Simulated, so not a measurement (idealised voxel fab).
process module | voxel capacitor over wiring
cross-section cut | 270 nm wide | cells 5 nm
A cross-section is a grid of square cells, given in bands from the top down. A band is one or more rows of cells.
Each band's line starts with the height of the band's top and of its bottom, in nm. Then come its materials from left to right, each with its width in nm. One material with "throughout" fills the band from edge to edge. "air" is empty space.
Height 0 is the level under which the wafer as received is all one material. The lowest band goes on downwards, as in "0 down".
A width such as "30 to 40" changes by the same amount from each row of cells to the next, from the band's top row to its bottom row.
"no change" after a step means that no cell of the cross-section changed.
closed voids: empty space of 8 cells or more with no open way to the top, each as width x height at its distance from the left edge, in nm
after a step's settings: what the simulator itself notes on the step
overlay nm, on a step with a mask: how far to the right of its planned place the mask lay; to the left if negative
Each pair below shows a cross-section before one step and the cross-section after it, down to the lowest band that changed. The line under each pair gives the step between them, with its settings. The pairs can come from different runs of this module on the same starting wafer, so a pair continues from the pair above only where its "before" says so.
before
  0 down: Si throughout
  closed voids: none
after
  15 to 0: SiO2 throughout
  below 0: unchanged
  closed voids: none
the step between: op CONFORMAL_DEP | material SiO2 | thk nm 15
before: the cross-section after the pair above
after
  20 to 15: TiN throughout
  below 15: unchanged
  closed voids: none
the step between: op DIRECTIONAL_DEP | material TiN | thk nm 5
before: the cross-section after the pair above
after
  45 to 20: Ru throughout
  below 20: unchanged
  closed voids: none
the step between: op DIRECTIONAL_DEP | material Ru | thk nm 25
before: the cross-section after the pair above
after
  60 to 45: air 85 | resist 20 | air 55 | resist 20 | air 90
  below 45: unchanged
  closed voids: none
the step between: op PATTERN | tone cover | mask id METAL_1 | material resist | width nm 20 | pitch nm 75 | thk nm 15 | overlay nm 0
before: the cross-section after the pair above
after
  60 to 45: air 85 | resist 20 | air 55 | resist 20 | air 90
  45 to 20: air 85 | Ru 20 | air 55 | Ru 20 | air 90
  below 20: unchanged
  closed voids: none
the step between: op DIRECTIONAL_ETCH | etch materials Ru | depth nm 25
before: the cross-section after the pair above
after
  60 to 45: air 85 | resist 20 | air 55 | resist 20 | air 90
  45 to 20: air 85 | Ru 20 | air 55 | Ru 20 | air 90
  20 to 15: air 85 | TiN 20 | air 55 | TiN 20 | air 90
  below 15: unchanged
  closed voids: none
the step between: op DIRECTIONAL_ETCH | etch materials TiN | depth nm 5
before: the cross-section after the pair above
after
  45 to 20: air 85 | Ru 20 | air 55 | Ru 20 | air 90
  below 20: unchanged
  closed voids: none
the step between: op STRIP | etch materials resist
before: the cross-section after the pair above
after
  50 to 45: air 80 | SiN 30 | air 45 | SiN 30 | air 85
  45 to 20: air 80 | SiN 5 | Ru 20 | SiN 5 | air 45 | SiN 5 | Ru 20 | SiN 5 | air 85
  20 to 15: SiN 85 | TiN 20 | SiN 55 | TiN 20 | SiN 90
  below 15: unchanged
  closed voids: none
the step between: op CONFORMAL_DEP | material SiN | thk nm 5
before: the cross-section after the pair above
after
  60 to 50: lowk throughout
  50 to 45: lowk 80 | SiN 30 | lowk 45 | SiN 30 | lowk 85
  45 to 20: lowk 80 | SiN 5 | Ru 20 | SiN 5 | lowk 45 | SiN 5 | Ru 20 | SiN 5 | lowk 85
  below 20: unchanged
  closed voids: none
the step between: op FILL_DEP | material lowk | thk nm 10
before: the cross-section after the pair above
after
  45 to 20: lowk 80 | SiN 5 | Ru 20 | SiN 5 | lowk 45 | SiN 5 | Ru 20 | SiN 5 | lowk 85
  below 20: unchanged
  closed voids: none
the step between: op CMP | height nm 45
before: the cross-section after the pair above
after
  50 to 45: SiCN throughout
  below 45: unchanged
  closed voids: none
the step between: op CONFORMAL_DEP | material SiCN | thk nm 5
before: the cross-section after the pair above
after
  60 to 50: lowk throughout
  below 50: unchanged
  closed voids: none
the step between: op DIRECTIONAL_DEP | material lowk | thk nm 10
before: the cross-section after the pair above
after
  70 to 60: aC throughout
  below 60: unchanged
  closed voids: none
the step between: op DIRECTIONAL_DEP | material aC | thk nm 10
before: the cross-section after the pair above
after
  95 to 70: resist 90 | air 15 | resist 165
  below 70: unchanged
  closed voids: none
the step between: op PATTERN | tone open | mask id PLUG_1 | material resist | width nm 15 | thk nm 25 | overlay nm 0
before: the cross-section after the pair above
after
  85 to 70: resist 90 | air 15 | resist 165
  70 to 60: aC 90 | air 15 | aC 165
  below 60: unchanged
  closed voids: none
the step between: op DIRECTIONAL_ETCH | etch materials aC | depth nm 10
before: the cross-section after the pair above
after
  70 to 60: aC 90 | air 15 | aC 165
  below 60: unchanged
  closed voids: none
the step between: op STRIP | etch materials resist
before: the cross-section after the pair above
after
  70 to 60: aC 90 | air 15 | aC 165
  60 to 50: lowk 90 | air 15 | lowk 165
  below 50: unchanged
  closed voids: none
the step between: op DIRECTIONAL_ETCH | etch materials lowk | depth nm 10
before: the cross-section after the pair above
after
  70 to 60: aC 90 | air 15 | aC 165
  60 to 50: lowk 90 | air 15 | lowk 165
  50 to 45: SiCN 90 | air 15 | SiCN 165
  below 45: unchanged
  closed voids: none
the step between: op DIRECTIONAL_ETCH | etch materials SiCN | depth nm 5
before: the cross-section after the pair above
after
  60 to 50: lowk 90 | air 15 | lowk 165
  below 50: unchanged
  closed voids: none
the step between: op STRIP | etch materials aC
before: the cross-section after the pair above
after
  65 to 60: TiN 95 | air 5 | TiN 170
  60 to 50: lowk 90 | TiN 5 | air 5 | TiN 5 | lowk 165
  50 to 45: SiCN 90 | TiN 15 | SiCN 165
  below 45: unchanged
  closed voids: none
the step between: op CONFORMAL_DEP | material TiN | thk nm 5
before: the cross-section after the pair above
after
  75 to 65: Ru throughout
  65 to 60: TiN 95 | Ru 5 | TiN 170
  60 to 50: lowk 90 | TiN 5 | Ru 5 | TiN 5 | lowk 165
  below 50: unchanged
  closed voids: none
the step between: op FILL_DEP | material Ru | thk nm 10
before: the cross-section after the pair above
after
  60 to 50: lowk 90 | TiN 5 | Ru 5 | TiN 5 | lowk 165
  below 50: unchanged
  closed voids: none
the step between: op CMP | height nm 60
before: the cross-section after the pair above
after
  70 to 60: TiN throughout
  below 60: unchanged
  closed voids: none
the step between: op DIRECTIONAL_DEP | material TiN | thk nm 10
before: the cross-section after the pair above
after
  75 to 70: SiN throughout
  below 70: unchanged
  closed voids: none
the step between: op DIRECTIONAL_DEP | material SiN | thk nm 5
before: the cross-section after the pair above
after
  85 to 75: TiN throughout
  below 75: unchanged
  closed voids: none
the step between: op DIRECTIONAL_DEP | material TiN | thk nm 10
before: the cross-section after the pair above
after
  105 to 85: air 90 | resist 60 | air 120
  below 85: unchanged
  closed voids: none
the step between: op PATTERN | tone cover | mask id UPPER_PLATE | material resist | width nm 60 | thk nm 20 | overlay nm 0
before: the cross-section after the pair above
after
  105 to 85: air 90 | resist 60 | air 120
  85 to 75: air 90 | TiN 60 | air 120
  below 75: unchanged
  closed voids: none
the step between: op DIRECTIONAL_ETCH | etch materials TiN | depth nm 10
before: the cross-section after the pair above
after
  105 to 85: air 90 | resist 60 | air 120
  85 to 75: air 90 | TiN 60 | air 120
  75 to 70: air 90 | SiN 60 | air 120
  below 70: unchanged
  closed voids: none
the step between: op DIRECTIONAL_ETCH | etch materials SiN | depth nm 5
before: the cross-section after the pair above
after
  85 to 75: air 90 | TiN 60 | air 120
  below 75: unchanged
  closed voids: none
the step between: op STRIP | etch materials resist
before: the cross-section after the pair above
after
  85 to 75: air 90 | TiN 60 | air 120
  75 to 70: air 90 | SiN 60 | air 120
  70 to 60: air 85 | TiN 70 | air 115
  below 60: unchanged
  closed voids: none
the step between: op MASKED_ETCH | tone cover | mask id LOWER_PLATE | width nm 70 | etch materials TiN | depth nm 10 | overlay nm 0
before: the cross-section after the pair above
after
  105 to 85: SiO2 throughout
  85 to 75: SiO2 90 | TiN 60 | SiO2 120
  75 to 70: SiO2 90 | SiN 60 | SiO2 120
  70 to 60: SiO2 85 | TiN 70 | SiO2 115
  below 60: unchanged
  closed voids: none
the step between: op FILL_DEP | material SiO2 | thk nm 20
before: the cross-section after the pair above
after
  100 to 85: SiO2 throughout
  below 85: unchanged
  closed voids: none
the step between: op CMP | height nm 100
before: the cross-section after the pair above
after
  110 to 100: aC throughout
  below 100: unchanged
  closed voids: none
the step between: op DIRECTIONAL_DEP | material aC | thk nm 10
before: the cross-section after the pair above
after
  135 to 110: resist 100 | air 15 | resist 155
  below 110: unchanged
  closed voids: none
the step between: op PATTERN | tone open | mask id PLUG_2 | material resist | width nm 15 | thk nm 25 | overlay nm 0
before: the cross-section after the pair above
after
  125 to 110: resist 100 | air 15 | resist 155
  110 to 100: aC 100 | air 15 | aC 155
  below 100: unchanged
  closed voids: none
the step between: op DIRECTIONAL_ETCH | etch materials aC | depth nm 10
before: the cross-section after the pair above
after
  110 to 100: aC 100 | air 15 | aC 155
  below 100: unchanged
  closed voids: none
the step between: op STRIP | etch materials resist
before: the cross-section after the pair above
after
  110 to 100: aC 100 | air 15 | aC 155
  100 to 85: SiO2 100 | air 15 | SiO2 155
  below 85: unchanged
  closed voids: none
the step between: op DIRECTIONAL_ETCH | etch materials SiO2 | depth nm 15
before: the cross-section after the pair above
after
  100 to 85: SiO2 100 | air 15 | SiO2 155
  below 85: unchanged
  closed voids: none
the step between: op STRIP | etch materials aC
before: the cross-section after the pair above
after
  105 to 100: TiN 105 | air 5 | TiN 160
  100 to 90: SiO2 100 | TiN 5 | air 5 | TiN 5 | SiO2 155
  90 to 85: SiO2 100 | TiN 15 | SiO2 155
  below 85: unchanged
  closed voids: none
the step between: op CONFORMAL_DEP | material TiN | thk nm 5
before: the cross-section after the pair above
after
  115 to 105: Ru throughout
  105 to 100: TiN 105 | Ru 5 | TiN 160
  100 to 90: SiO2 100 | TiN 5 | Ru 5 | TiN 5 | SiO2 155
  below 90: unchanged
  closed voids: none
the step between: op FILL_DEP | material Ru | thk nm 10
before: the cross-section after the pair above
after
  100 to 90: SiO2 100 | TiN 5 | Ru 5 | TiN 5 | SiO2 155
  below 90: unchanged
  closed voids: none
the step between: op CMP | height nm 100
before: the cross-section after the pair above
after
  105 to 100: SiN throughout
  below 100: unchanged
  closed voids: none
the step between: op CONFORMAL_DEP | material SiN | thk nm 5
before
  60 to 50: lowk throughout
  50 to 45: lowk 80 | SiN 30 | lowk 45 | SiN 30 | lowk 85
  45 to 20: lowk 80 | SiN 5 | Ru 20 | SiN 5 | lowk 45 | SiN 5 | Ru 20 | SiN 5 | lowk 85
  20 to 15: SiN 85 | TiN 20 | SiN 55 | TiN 20 | SiN 90
  15 to 0: SiO2 throughout
  0 down: Si throughout
  closed voids: none
after
  65 to 60: SiCN throughout
  below 60: unchanged
  closed voids: none
the step between: op CONFORMAL_DEP | material SiCN | thk nm 5
before: the cross-section after the pair above
after
  75 to 65: lowk throughout
  below 65: unchanged
  closed voids: none
the step between: op DIRECTIONAL_DEP | material lowk | thk nm 10
before: the cross-section after the pair above
after
  85 to 75: aC throughout
  below 75: unchanged
  closed voids: none
the step between: op DIRECTIONAL_DEP | material aC | thk nm 10
before: the cross-section after the pair above
after
  110 to 85: resist 90 | air 15 | resist 165
  below 85: unchanged
  closed voids: none
the step between: op PATTERN | tone open | mask id PLUG_1 | material resist | width nm 15 | thk nm 25 | overlay nm 0
before: the cross-section after the pair above
after
  100 to 85: resist 90 | air 15 | resist 165
  85 to 75: aC 90 | air 15 | aC 165
  below 75: unchanged
  closed voids: none
the step between: op DIRECTIONAL_ETCH | etch materials aC | depth nm 10
before: the cross-section after the pair above
after
  85 to 75: aC 90 | air 15 | aC 165
  below 75: unchanged
  closed voids: none
the step between: op STRIP | etch materials resist
before: the cross-section after the pair above
after
  85 to 75: aC 90 | air 15 | aC 165
  75 to 65: lowk 90 | air 15 | lowk 165
  below 65: unchanged
  closed voids: none
the step between: op DIRECTIONAL_ETCH | etch materials lowk | depth nm 10
before: the cross-section after the pair above
after
  85 to 75: aC 90 | air 15 | aC 165
  75 to 65: lowk 90 | air 15 | lowk 165
  65 to 60: SiCN 90 | air 15 | SiCN 165
  below 60: unchanged
  closed voids: none
the step between: op DIRECTIONAL_ETCH | etch materials SiCN | depth nm 5
before: the cross-section after the pair above
after
  75 to 65: lowk 90 | air 15 | lowk 165
  below 65: unchanged
  closed voids: none
the step between: op STRIP | etch materials aC
before: the cross-section after the pair above
after
  80 to 75: TiN 95 | air 5 | TiN 170
  75 to 65: lowk 90 | TiN 5 | air 5 | TiN 5 | lowk 165
  65 to 60: SiCN 90 | TiN 15 | SiCN 165
  below 60: unchanged
  closed voids: none
the step between: op CONFORMAL_DEP | material TiN | thk nm 5
before: the cross-section after the pair above
after
  90 to 80: Ru throughout
  80 to 75: TiN 95 | Ru 5 | TiN 170
  75 to 65: lowk 90 | TiN 5 | Ru 5 | TiN 5 | lowk 165
  below 65: unchanged
  closed voids: none
the step between: op FILL_DEP | material Ru | thk nm 10
before: the cross-section after the pair above
after
  60 to 50: lowk throughout
  below 50: unchanged
  closed voids: none
the step between: op CMP | height nm 60
before: the cross-section after the pair above
after
  70 to 60: TiN throughout
  below 60: unchanged
  closed voids: none
the step between: op DIRECTIONAL_DEP | material TiN | thk nm 10
before: the cross-section after the pair above
after
  75 to 70: SiN throughout
  below 70: unchanged
  closed voids: none
the step between: op DIRECTIONAL_DEP | material SiN | thk nm 5
before: the cross-section after the pair above
after
  85 to 75: TiN throughout
  below 75: unchanged
  closed voids: none
the step between: op DIRECTIONAL_DEP | material TiN | thk nm 10
before: the cross-section after the pair above
after
  105 to 85: air 90 | resist 60 | air 120
  below 85: unchanged
  closed voids: none
the step between: op PATTERN | tone cover | mask id UPPER_PLATE | material resist | width nm 60 | thk nm 20 | overlay nm 0
before: the cross-section after the pair above
after
  105 to 85: air 90 | resist 60 | air 120
  85 to 75: air 90 | TiN 60 | air 120
  below 75: unchanged
  closed voids: none
the step between: op DIRECTIONAL_ETCH | etch materials TiN | depth nm 10
before: the cross-section after the pair above
after
  105 to 85: air 90 | resist 60 | air 120
  85 to 75: air 90 | TiN 60 | air 120
  75 to 70: air 90 | SiN 60 | air 120
  below 70: unchanged
  closed voids: none
the step between: op DIRECTIONAL_ETCH | etch materials SiN | depth nm 5
before: the cross-section after the pair above
after
  85 to 75: air 90 | TiN 60 | air 120
  below 75: unchanged
  closed voids: none
the step between: op STRIP | etch materials resist
before: the cross-section after the pair above
after
  85 to 75: air 90 | TiN 60 | air 120
  75 to 70: air 90 | SiN 60 | air 120
  70 to 60: air 85 | TiN 70 | air 115
  below 60: unchanged
  closed voids: none
the step between: op MASKED_ETCH | tone cover | mask id LOWER_PLATE | width nm 70 | etch materials TiN | depth nm 10 | overlay nm 0
before: the cross-section after the pair above
after
  105 to 85: SiO2 throughout
  85 to 75: SiO2 90 | TiN 60 | SiO2 120
  75 to 70: SiO2 90 | SiN 60 | SiO2 120
  70 to 60: SiO2 85 | TiN 70 | SiO2 115
  below 60: unchanged
  closed voids: none
the step between: op FILL_DEP | material SiO2 | thk nm 20
before: the cross-section after the pair above
after
  100 to 85: SiO2 throughout
  below 85: unchanged
  closed voids: none
the step between: op CMP | height nm 100
before: the cross-section after the pair above
after
  110 to 100: aC throughout
  below 100: unchanged
  closed voids: none
the step between: op DIRECTIONAL_DEP | material aC | thk nm 10
before: the cross-section after the pair above
after
  135 to 110: resist 100 | air 15 | resist 155
  below 110: unchanged
  closed voids: none
the step between: op PATTERN | tone open | mask id PLUG_2 | material resist | width nm 15 | thk nm 25 | overlay nm 0
before: the cross-section after the pair above
after
  125 to 110: resist 100 | air 15 | resist 155
  110 to 100: aC 100 | air 15 | aC 155
  below 100: unchanged
  closed voids: none
the step between: op DIRECTIONAL_ETCH | etch materials aC | depth nm 10
before: the cross-section after the pair above
after
  110 to 100: aC 100 | air 15 | aC 155
  below 100: unchanged
  closed voids: none
the step between: op STRIP | etch materials resist
before: the cross-section after the pair above
after
  110 to 100: aC 100 | air 15 | aC 155
  100 to 85: SiO2 100 | air 15 | SiO2 155
  below 85: unchanged
  closed voids: none
the step between: op DIRECTIONAL_ETCH | etch materials SiO2 | depth nm 15
before: the cross-section after the pair above
after
  100 to 85: SiO2 100 | air 15 | SiO2 155
  below 85: unchanged
  closed voids: none
the step between: op STRIP | etch materials aC
before: the cross-section after the pair above
after
  105 to 100: TiN 105 | air 5 | TiN 160
  100 to 90: SiO2 100 | TiN 5 | air 5 | TiN 5 | SiO2 155
  90 to 85: SiO2 100 | TiN 15 | SiO2 155
  below 85: unchanged
  closed voids: none
the step between: op CONFORMAL_DEP | material TiN | thk nm 5
before: the cross-section after the pair above
after
  115 to 105: Ru throughout
  105 to 100: TiN 105 | Ru 5 | TiN 160
  100 to 90: SiO2 100 | TiN 5 | Ru 5 | TiN 5 | SiO2 155
  below 90: unchanged
  closed voids: none
the step between: op FILL_DEP | material Ru | thk nm 10
before: the cross-section after the pair above
after
  100 to 90: SiO2 100 | TiN 5 | Ru 5 | TiN 5 | SiO2 155
  below 90: unchanged
  closed voids: none
the step between: op CMP | height nm 100
before: the cross-section after the pair above
after
  105 to 100: SiN throughout
  below 100: unchanged
  closed voids: none
the step between: op CONFORMAL_DEP | material SiN | thk nm 5
before
  15 to 0: SiO2 throughout
  0 down: Si throughout
  closed voids: none
after
  30 to 0: SiO2 throughout
  below 0: unchanged
  closed voids: none
the step between: op CONFORMAL_DEP | material SiO2 | thk nm 15
before: the cross-section after the pair above
after
  35 to 30: TiN throughout
  below 30: unchanged
  closed voids: none
the step between: op DIRECTIONAL_DEP | material TiN | thk nm 5
before: the cross-section after the pair above
after
  60 to 35: Ru throughout
  below 35: unchanged
  closed voids: none
the step between: op DIRECTIONAL_DEP | material Ru | thk nm 25
before: the cross-section after the pair above
after
  75 to 60: air 85 | resist 20 | air 55 | resist 20 | air 90
  below 60: unchanged
  closed voids: none
the step between: op PATTERN | tone cover | mask id METAL_1 | material resist | width nm 20 | pitch nm 75 | thk nm 15 | overlay nm 0
before: the cross-section after the pair above
after
  75 to 60: air 85 | resist 20 | air 55 | resist 20 | air 90
  60 to 35: air 85 | Ru 20 | air 55 | Ru 20 | air 90
  below 35: unchanged
  closed voids: none
the step between: op DIRECTIONAL_ETCH | etch materials Ru | depth nm 25
before: the cross-section after the pair above
after
  75 to 60: air 85 | resist 20 | air 55 | resist 20 | air 90
  60 to 35: air 85 | Ru 20 | air 55 | Ru 20 | air 90
  35 to 30: air 85 | TiN 20 | air 55 | TiN 20 | air 90
  below 30: unchanged
  closed voids: none
the step between: op DIRECTIONAL_ETCH | etch materials TiN | depth nm 5
before: the cross-section after the pair above
after
  60 to 35: air 85 | Ru 20 | air 55 | Ru 20 | air 90
  below 35: unchanged
  closed voids: none
the step between: op STRIP | etch materials resist
before: the cross-section after the pair above
after
  65 to 60: air 80 | SiN 30 | air 45 | SiN 30 | air 85
  60 to 35: air 80 | SiN 5 | Ru 20 | SiN 5 | air 45 | SiN 5 | Ru 20 | SiN 5 | air 85
  35 to 30: SiN 85 | TiN 20 | SiN 55 | TiN 20 | SiN 90
  below 30: unchanged
  closed voids: none
the step between: op CONFORMAL_DEP | material SiN | thk nm 5
before: the cross-section after the pair above
after
  75 to 65: lowk throughout
  65 to 60: lowk 80 | SiN 30 | lowk 45 | SiN 30 | lowk 85
  60 to 35: lowk 80 | SiN 5 | Ru 20 | SiN 5 | lowk 45 | SiN 5 | Ru 20 | SiN 5 | lowk 85
  below 35: unchanged
  closed voids: none
the step between: op FILL_DEP | material lowk | thk nm 10
before: the cross-section after the pair above
after
  45 to 35: lowk 80 | SiN 5 | Ru 20 | SiN 5 | lowk 45 | SiN 5 | Ru 20 | SiN 5 | lowk 85
  below 35: unchanged
  closed voids: none
the step between: op CMP | height nm 45
before: the cross-section after the pair above
after
  50 to 45: SiCN throughout
  below 45: unchanged
  closed voids: none
the step between: op CONFORMAL_DEP | material SiCN | thk nm 5
before: the cross-section after the pair above
after
  60 to 50: lowk throughout
  below 50: unchanged
  closed voids: none
the step between: op DIRECTIONAL_DEP | material lowk | thk nm 10
before: the cross-section after the pair above
after
  70 to 60: aC throughout
  below 60: unchanged
  closed voids: none
the step between: op DIRECTIONAL_DEP | material aC | thk nm 10
before: the cross-section after the pair above
after
  95 to 70: resist 90 | air 15 | resist 165
  below 70: unchanged
  closed voids: none
the step between: op PATTERN | tone open | mask id PLUG_1 | material resist | width nm 15 | thk nm 25 | overlay nm 0
before: the cross-section after the pair above
after
  85 to 70: resist 90 | air 15 | resist 165
  70 to 60: aC 90 | air 15 | aC 165
  below 60: unchanged
  closed voids: none
the step between: op DIRECTIONAL_ETCH | etch materials aC | depth nm 10
before: the cross-section after the pair above
after
  70 to 60: aC 90 | air 15 | aC 165
  below 60: unchanged
  closed voids: none
the step between: op STRIP | etch materials resist
before: the cross-section after the pair above
after
  70 to 60: aC 90 | air 15 | aC 165
  60 to 50: lowk 90 | air 15 | lowk 165
  below 50: unchanged
  closed voids: none
the step between: op DIRECTIONAL_ETCH | etch materials lowk | depth nm 10
before: the cross-section after the pair above
after
  70 to 60: aC 90 | air 15 | aC 165
  60 to 50: lowk 90 | air 15 | lowk 165
  50 to 45: SiCN 90 | air 15 | SiCN 165
  below 45: unchanged
  closed voids: none
the step between: op DIRECTIONAL_ETCH | etch materials SiCN | depth nm 5
before: the cross-section after the pair above
after
  60 to 50: lowk 90 | air 15 | lowk 165
  below 50: unchanged
  closed voids: none
the step between: op STRIP | etch materials aC
before: the cross-section after the pair above
after
  65 to 60: TiN 95 | air 5 | TiN 170
  60 to 50: lowk 90 | TiN 5 | air 5 | TiN 5 | lowk 165
  50 to 45: SiCN 90 | TiN 15 | SiCN 165
  below 45: unchanged
  closed voids: none
the step between: op CONFORMAL_DEP | material TiN | thk nm 5
before: the cross-section after the pair above
after
  75 to 65: Ru throughout
  65 to 60: TiN 95 | Ru 5 | TiN 170
  60 to 50: lowk 90 | TiN 5 | Ru 5 | TiN 5 | lowk 165
  below 50: unchanged
  closed voids: none
the step between: op FILL_DEP | material Ru | thk nm 10
before: the cross-section after the pair above
after
  60 to 50: lowk 90 | TiN 5 | Ru 5 | TiN 5 | lowk 165
  below 50: unchanged
  closed voids: none
the step between: op CMP | height nm 60
before: the cross-section after the pair above
after
  70 to 60: TiN throughout
  below 60: unchanged
  closed voids: none
the step between: op DIRECTIONAL_DEP | material TiN | thk nm 10
before: the cross-section after the pair above
after
  75 to 70: SiN throughout
  below 70: unchanged
  closed voids: none
the step between: op DIRECTIONAL_DEP | material SiN | thk nm 5
before: the cross-section after the pair above
after
  85 to 75: TiN throughout
  below 75: unchanged
  closed voids: none
the step between: op DIRECTIONAL_DEP | material TiN | thk nm 10
before: the cross-section after the pair above
after
  105 to 85: air 90 | resist 60 | air 120
  below 85: unchanged
  closed voids: none
the step between: op PATTERN | tone cover | mask id UPPER_PLATE | material resist | width nm 60 | thk nm 20 | overlay nm 0
before: the cross-section after the pair above
after
  105 to 85: air 90 | resist 60 | air 120
  85 to 75: air 90 | TiN 60 | air 120
  below 75: unchanged
  closed voids: none
the step between: op DIRECTIONAL_ETCH | etch materials TiN | depth nm 10
before: the cross-section after the pair above
after
  105 to 85: air 90 | resist 60 | air 120
  85 to 75: air 90 | TiN 60 | air 120
  75 to 70: air 90 | SiN 60 | air 120
  below 70: unchanged
  closed voids: none
the step between: op DIRECTIONAL_ETCH | etch materials SiN | depth nm 5
before: the cross-section after the pair above
after
  85 to 75: air 90 | TiN 60 | air 120
  below 75: unchanged
  closed voids: none
the step between: op STRIP | etch materials resist
before: the cross-section after the pair above
after
  85 to 75: air 90 | TiN 60 | air 120
  75 to 70: air 90 | SiN 60 | air 120
  70 to 60: air 85 | TiN 70 | air 115
  below 60: unchanged
  closed voids: none
the step between: op MASKED_ETCH | tone cover | mask id LOWER_PLATE | width nm 70 | etch materials TiN | depth nm 10 | overlay nm 0
before: the cross-section after the pair above
after
  105 to 85: SiO2 throughout
  85 to 75: SiO2 90 | TiN 60 | SiO2 120
  75 to 70: SiO2 90 | SiN 60 | SiO2 120
  70 to 60: SiO2 85 | TiN 70 | SiO2 115
  below 60: unchanged
  closed voids: none
the step between: op FILL_DEP | material SiO2 | thk nm 20
before: the cross-section after the pair above
after
  100 to 85: SiO2 throughout
  below 85: unchanged
  closed voids: none
the step between: op CMP | height nm 100
before: the cross-section after the pair above
after
  110 to 100: aC throughout
  below 100: unchanged
  closed voids: none
the step between: op DIRECTIONAL_DEP | material aC | thk nm 10
before: the cross-section after the pair above
after
  135 to 110: resist 100 | air 15 | resist 155
  below 110: unchanged
  closed voids: none
the step between: op PATTERN | tone open | mask id PLUG_2 | material resist | width nm 15 | thk nm 25 | overlay nm 0
before: the cross-section after the pair above
after
  125 to 110: resist 100 | air 15 | resist 155
  110 to 100: aC 100 | air 15 | aC 155
  below 100: unchanged
  closed voids: none
the step between: op DIRECTIONAL_ETCH | etch materials aC | depth nm 10
before: the cross-section after the pair above
after
  110 to 100: aC 100 | air 15 | aC 155
  below 100: unchanged
  closed voids: none
the step between: op STRIP | etch materials resist
before: the cross-section after the pair above
after
  110 to 100: aC 100 | air 15 | aC 155
  100 to 85: SiO2 100 | air 15 | SiO2 155
  below 85: unchanged
  closed voids: none
the step between: op DIRECTIONAL_ETCH | etch materials SiO2 | depth nm 15
before: the cross-section after the pair above
after
  100 to 85: SiO2 100 | air 15 | SiO2 155
  below 85: unchanged
  closed voids: none
the step between: op STRIP | etch materials aC
before: the cross-section after the pair above
after
  105 to 100: TiN 105 | air 5 | TiN 160
  100 to 90: SiO2 100 | TiN 5 | air 5 | TiN 5 | SiO2 155
  90 to 85: SiO2 100 | TiN 15 | SiO2 155
  below 85: unchanged
  closed voids: none
the step between: op CONFORMAL_DEP | material TiN | thk nm 5
before: the cross-section after the pair above
after
  115 to 105: Ru throughout
  105 to 100: TiN 105 | Ru 5 | TiN 160
  100 to 90: SiO2 100 | TiN 5 | Ru 5 | TiN 5 | SiO2 155
  below 90: unchanged
  closed voids: none
the step between: op FILL_DEP | material Ru | thk nm 10
before: the cross-section after the pair above
after
  100 to 90: SiO2 100 | TiN 5 | Ru 5 | TiN 5 | SiO2 155
  below 90: unchanged
  closed voids: none
the step between: op CMP | height nm 100
before: the cross-section after the pair above
after
  105 to 100: SiN throughout
  below 100: unchanged
  closed voids: none
the step between: op CONFORMAL_DEP | material SiN | thk nm 5
before
  45 to 20: lowk 80 | SiN 5 | Ru 20 | SiN 5 | lowk 45 | SiN 5 | Ru 20 | SiN 5 | lowk 85
  20 to 15: SiN 85 | TiN 20 | SiN 55 | TiN 20 | SiN 90
  15 to 0: SiO2 throughout
  0 down: Si throughout
  closed voids: none
after
  55 to 45: lowk throughout
  below 45: unchanged
  closed voids: none
the step between: op DIRECTIONAL_DEP | material lowk | thk nm 10
before: the cross-section after the pair above
after
  60 to 55: SiCN throughout
  below 55: unchanged
  closed voids: none
the step between: op CONFORMAL_DEP | material SiCN | thk nm 5
before: the cross-section after the pair above
after
  70 to 60: aC throughout
  below 60: unchanged
  closed voids: none
the step between: op DIRECTIONAL_DEP | material aC | thk nm 10
before: the cross-section after the pair above
after
  95 to 70: resist 90 | air 15 | resist 165
  below 70: unchanged
  closed voids: none
the step between: op PATTERN | tone open | mask id PLUG_1 | material resist | width nm 15 | thk nm 25 | overlay nm 0
before: the cross-section after the pair above
after
  85 to 70: resist 90 | air 15 | resist 165
  70 to 60: aC 90 | air 15 | aC 165
  below 60: unchanged
  closed voids: none
the step between: op DIRECTIONAL_ETCH | etch materials aC | depth nm 10
before: the cross-section after the pair above
after
  70 to 60: aC 90 | air 15 | aC 165
  below 60: unchanged
  closed voids: none
the step between: op STRIP | etch materials resist
before: the cross-section after the pair above
after
  70 to 60: aC 90 | air 15 | aC 165
  60 to 55: SiCN 90 | air 15 | SiCN 165
  below 55: unchanged
  closed voids: none
the step between: op DIRECTIONAL_ETCH | etch materials SiCN | depth nm 5
before: the cross-section after the pair above
after
  60 to 55: SiCN 90 | air 15 | SiCN 165
  below 55: unchanged
  closed voids: none
the step between: op STRIP | etch materials aC
before: the cross-section after the pair above
after
  65 to 60: TiN 95 | air 5 | TiN 170
  60 to 55: SiCN 90 | TiN 15 | SiCN 165
  below 55: unchanged
  closed voids: none
the step between: op CONFORMAL_DEP | material TiN | thk nm 5
before: the cross-section after the pair above
after
  75 to 65: Ru throughout
  65 to 60: TiN 95 | Ru 5 | TiN 170
  below 60: unchanged
  closed voids: none
the step between: op FILL_DEP | material Ru | thk nm 10
before: the cross-section after the pair above
after
  60 to 55: SiCN 90 | TiN 15 | SiCN 165
  below 55: unchanged
  closed voids: none
the step between: op CMP | height nm 60
before: the cross-section after the pair above
after
  70 to 60: TiN throughout
  below 60: unchanged
  closed voids: none
the step between: op DIRECTIONAL_DEP | material TiN | thk nm 10
before: the cross-section after the pair above
after
  75 to 70: SiN throughout
  below 70: unchanged
  closed voids: none
the step between: op DIRECTIONAL_DEP | material SiN | thk nm 5
before: the cross-section after the pair above
after
  85 to 75: TiN throughout
  below 75: unchanged
  closed voids: none
the step between: op DIRECTIONAL_DEP | material TiN | thk nm 10
before: the cross-section after the pair above
after
  105 to 85: air 90 | resist 60 | air 120
  below 85: unchanged
  closed voids: none
the step between: op PATTERN | tone cover | mask id UPPER_PLATE | material resist | width nm 60 | thk nm 20 | overlay nm 0
before: the cross-section after the pair above
after
  105 to 85: air 90 | resist 60 | air 120
  85 to 75: air 90 | TiN 60 | air 120
  below 75: unchanged
  closed voids: none
the step between: op DIRECTIONAL_ETCH | etch materials TiN | depth nm 10
before: the cross-section after the pair above
after
  105 to 85: air 90 | resist 60 | air 120
  85 to 75: air 90 | TiN 60 | air 120
  75 to 70: air 90 | SiN 60 | air 120
  below 70: unchanged
  closed voids: none
the step between: op DIRECTIONAL_ETCH | etch materials SiN | depth nm 5
before: the cross-section after the pair above
after
  85 to 75: air 90 | TiN 60 | air 120
  below 75: unchanged
  closed voids: none
the step between: op STRIP | etch materials resist
before: the cross-section after the pair above
after
  85 to 75: air 90 | TiN 60 | air 120
  75 to 70: air 90 | SiN 60 | air 120
  70 to 60: air 85 | TiN 70 | air 115
  below 60: unchanged
  closed voids: none
the step between: op MASKED_ETCH | tone cover | mask id LOWER_PLATE | width nm 70 | etch materials TiN | depth nm 10 | overlay nm 0
